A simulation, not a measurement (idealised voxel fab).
Process module name: voxel ribs on slabs
Shown is cross-section cut, with a width of 240 nm and square cells of size 5 nm.
In what follows, cross-sections appear as grids of square cells, described through bands that run from the top down, where every band is one or more rows of cells.
A band entry consists of two parts. The first gives the height of the band's top and the height of its bottom, in nm. The rest lists the band's materials from left to right, each with its width in nm. A single material labelled with the word "edge to edge" fills the band from edge to edge, and the word "blank" marks empty space.
Counting heights begins at 0, where everything beneath is, in the wafer as received, one material. The lowest band has no bottom; it goes on downwards, as "from 0 down" shows.
When a width is written as two numbers, as in "30..40", the first number is the width in the top row of cells of the band and the second is the width in its bottom row, and the width changes by the same amount from each row to the next.
When a step is marked "nothing was modified", none of the cells in the cross-section changed during that step.
Closed-off voids of 8+ cells (no open route to the top) go in "Closed void entries", written width x height at distance from the left edge, in nm.
If you see something after the settings on a step's line, that's the simulator's own remark about that step.
"overlay nm", when on a step's line for a step with a mask, measures how far to the right of its planned place the mask lay; a negative measure means to the left.

LISTED BELOW ARE THE PROCESS STEPS AS PLANNED
1 RECEIVE: material Si
2 DIRECTIONAL_DEP: material SiO2, thk nm 30
3 DIRECTIONAL_DEP: material SiN, thk nm 25
4 MASKED_ETCH: tone cover, mask id RIB, width nm 30, etch materials SiN, depth nm 20, overlay nm 0
5 PATTERN: tone cover, mask id SLAB, material resist, width nm 80, thk nm 20, overlay nm 0
6 DIRECTIONAL_ETCH: etch materials SiN, depth nm 5
7 STRIP: etch materials resist
8 FILL_DEP: material SiO2, thk nm 20
9 CMP: height nm 65
10 DIRECTIONAL_DEP: material TiN, thk nm 5
11 MASKED_ETCH: tone cover, mask id HEATER, width nm 40, etch materials TiN, depth nm 5, overlay nm 0
12 CONFORMAL_DEP: material SiO2, thk nm 10

AS RECEIVED (POST STEP 1): CROSS-SECTION
* from 0 down: Si edge to edge
* Closed void entries: none

CROSS-SECTIONAL VIEW OF THE FIRST OF THE TWO WAFERS UPON COMPLETION OF THE MODULE, PROCESSED IN ACCORDANCE WITH THE PLAN
* from 80 to 75: blank 90 nm, SiO2 60 nm, blank 90 nm
* from 75 to 70: SiO2 edge to edge
* from 70 to 65: SiO2 100 nm, TiN 40 nm, SiO2 100 nm
* from 65 to 55: SiO2 edge to edge
* from 55 to 35: SiO2 105 nm, SiN 30 nm, SiO2 105 nm
* from 35 to 30: SiO2 80 nm, SiN 80 nm, SiO2 80 nm
* from 30 to 0: SiO2 edge to edge
* from 0 down: Si edge to edge
* Closed void entries: none

HERE IS THE SECOND OF THE TWO WAFERS CUT OPEN AT THE END OF THE MODULE - SAME START, SAME PLAN AS THE FIRST ONE, BUT WE MADE ONE MISTAKE RUNNING IT
* from 80 to 75: blank 90 nm, SiO2 60 nm, blank 90 nm
* from 75 to 70: SiO2 edge to edge
* from 70 to 65: SiO2 100 nm, TiN 40 nm, SiO2 100 nm
* from 65 to 55: SiO2 edge to edge
* from 55 to 35: SiO2 105 nm, SiN 30 nm, SiO2 105 nm
* from 35 to 30: SiO2 80 nm, SiN 80 nm, SiO2 80 nm
* from 30 to 0: TiN edge to edge
* from 0 down: Si edge to edge
* Closed void entries: none
Want to know what went wrong? step 2 ran as: DIRECTIONAL_DEP: material TiN, thk nm 30
Looking at both finished wafers in cells, the second ends up ahead of or behind the first on some materials: -288 SiO2; +288 TiN
